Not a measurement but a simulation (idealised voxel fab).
process module | voxel capacitor over wiring
cross-section cut | 295 nm wide | cells 5 nm
A cross-section is a grid of square cells, given in bands from the top down. A band is one or more rows of cells.
Each band's line starts with the height of the band's top and of its bottom, in nm. Then come its materials from left to right, each with its width in nm. One material with "throughout" fills the band from edge to edge. "air" is empty space.
Height 0 is the level under which the wafer as received is all one material. The lowest band goes on downwards, as in "0 down".
A width such as "30 to 40" changes by the same amount from each row of cells to the next, from the band's top row to its bottom row.
"no change" after a step means that no cell of the cross-section changed.
closed voids: empty space of 8 cells or more with no open way to the top, each as width x height at its distance from the left edge, in nm
after a step's settings: what the simulator itself notes on the step
overlay nm, on a step with a mask: how far to the right of its planned place the mask lay; to the left if negative
plan
1 op RECEIVE | material Si
2 op CONFORMAL_DEP | material SiO2 | thk nm 10
3 op CONFORMAL_DEP | material SiN | thk nm 5
4 op DIRECTIONAL_DEP | material SiO2 | thk nm 20
5 op PATTERN | tone open | mask id METAL_1 | material resist | width nm 20 | pitch nm 90 | thk nm 15 | overlay nm 0
6 op DIRECTIONAL_ETCH | etch materials SiO2 | depth nm 20
7 op DIRECTIONAL_ETCH | etch materials SiN | depth nm 5
8 op STRIP | etch materials resist
9 op CONFORMAL_DEP | material TiN | thk nm 5
10 op FILL_DEP | material W | thk nm 5
11 op CMP | height nm 35
12 op CONFORMAL_DEP | material SiCN | thk nm 5
13 op DIRECTIONAL_DEP | material lowk | thk nm 10
14 op PATTERN | tone open | mask id PLUG_1 | material resist | width nm 15 | thk nm 15 | overlay nm 0
15 op DIRECTIONAL_ETCH | etch materials lowk | depth nm 10
16 op DIRECTIONAL_ETCH | etch materials SiCN | depth nm 5
17 op STRIP | etch materials resist
18 op CONFORMAL_DEP | material TiN | thk nm 5
19 op FILL_DEP | material W | thk nm 10
20 op CMP | height nm 50
21 op DIRECTIONAL_DEP | material TiN | thk nm 10
22 op DIRECTIONAL_DEP | material Al2O3 | thk nm 5
23 op DIRECTIONAL_DEP | material TiN | thk nm 5
24 op DIRECTIONAL_DEP | material aC | thk nm 15
25 op PATTERN | tone cover | mask id UPPER_PLATE | material resist | width nm 75 | thk nm 35 | overlay nm 0
26 op DIRECTIONAL_ETCH | etch materials aC | depth nm 15
27 op STRIP | etch materials resist
28 op DIRECTIONAL_ETCH | etch materials TiN | depth nm 5
29 op DIRECTIONAL_ETCH | etch materials Al2O3 | depth nm 5
30 op STRIP | etch materials aC
31 op PATTERN | tone cover | mask id LOWER_PLATE | material resist | width nm 85 | thk nm 20 | overlay nm 0
32 op DIRECTIONAL_ETCH | etch materials TiN | depth nm 10
33 op STRIP | etch materials resist
34 op FILL_DEP | material SiO2 | thk nm 20
35 op CMP | height nm 85
36 op PATTERN | tone open | mask id PLUG_2 | material resist | width nm 15 | thk nm 20 | overlay nm 0
37 op DIRECTIONAL_ETCH | etch materials SiO2 | depth nm 15
38 op STRIP | etch materials resist
39 op CONFORMAL_DEP | material TiN | thk nm 5
40 op FILL_DEP | material W | thk nm 10
41 op CMP | height nm 85
42 op CONFORMAL_DEP | material SiN | thk nm 5
as received, after step 1
  0 down: Si throughout
  closed voids: none
first wafer at the end, as planned
  90 to 85: SiN throughout
  85 to 75: SiO2 105 | TiN 5 | W 5 | TiN 5 | SiO2 175
  75 to 65: SiO2 105 to 95 | TiN 15 to 75 | SiO2 175 to 125
  65 to 60: SiO2 95 | Al2O3 75 | SiO2 125
  60 to 50: SiO2 90 | TiN 85 | SiO2 120
  50 to 40: lowk 95 | TiN 5 | W 5 | TiN 5 | lowk 185
  40 to 35: SiCN 95 | TiN 15 | SiCN 185
  35 to 15: SiO2 90 | TiN 5 | W 10 | TiN 5 | SiO2 70 | TiN 5 | W 10 | TiN 5 | SiO2 95
  15 to 10: SiN 90 | TiN 20 | SiN 70 | TiN 20 | SiN 95
  10 to 0: SiO2 throughout
  0 down: Si throughout
  closed voids: none
second wafer at the end: like start, like plan, one mistake
  90 to 85: SiN throughout
  85 to 75: SiO2 105 | TiN 5 | W 5 | TiN 5 | SiO2 175
  75 to 65: SiO2 105 to 95 | TiN 15 to 75 | SiO2 175 to 125
  65 to 60: SiO2 95 | Al2O3 75 | SiO2 125
  60 to 50: SiO2 90 | TiN 85 | SiO2 120
  50 to 40: lowk 95 | TiN 5 | W 5 | TiN 5 | lowk 185
  40 to 35: SiCN 95 | TiN 15 | SiCN 185
  35 to 15: SiO2 90 | TiN 5 | W 10 | TiN 5 | SiO2 70 | TiN 5 | W 10 | TiN 5 | SiO2 95
  15 to 10: SiN 90 | TiN 20 | SiN 70 | TiN 20 | SiN 95
  10 to 0: Al2O3 throughout
  0 down: Si throughout
  closed voids: none
what went wrong: step 2 ran as: op CONFORMAL_DEP | material Al2O3 | thk nm 10
at the end the second wafer has, in cells: 118 more of Al2O3 | 118 fewer of SiO2
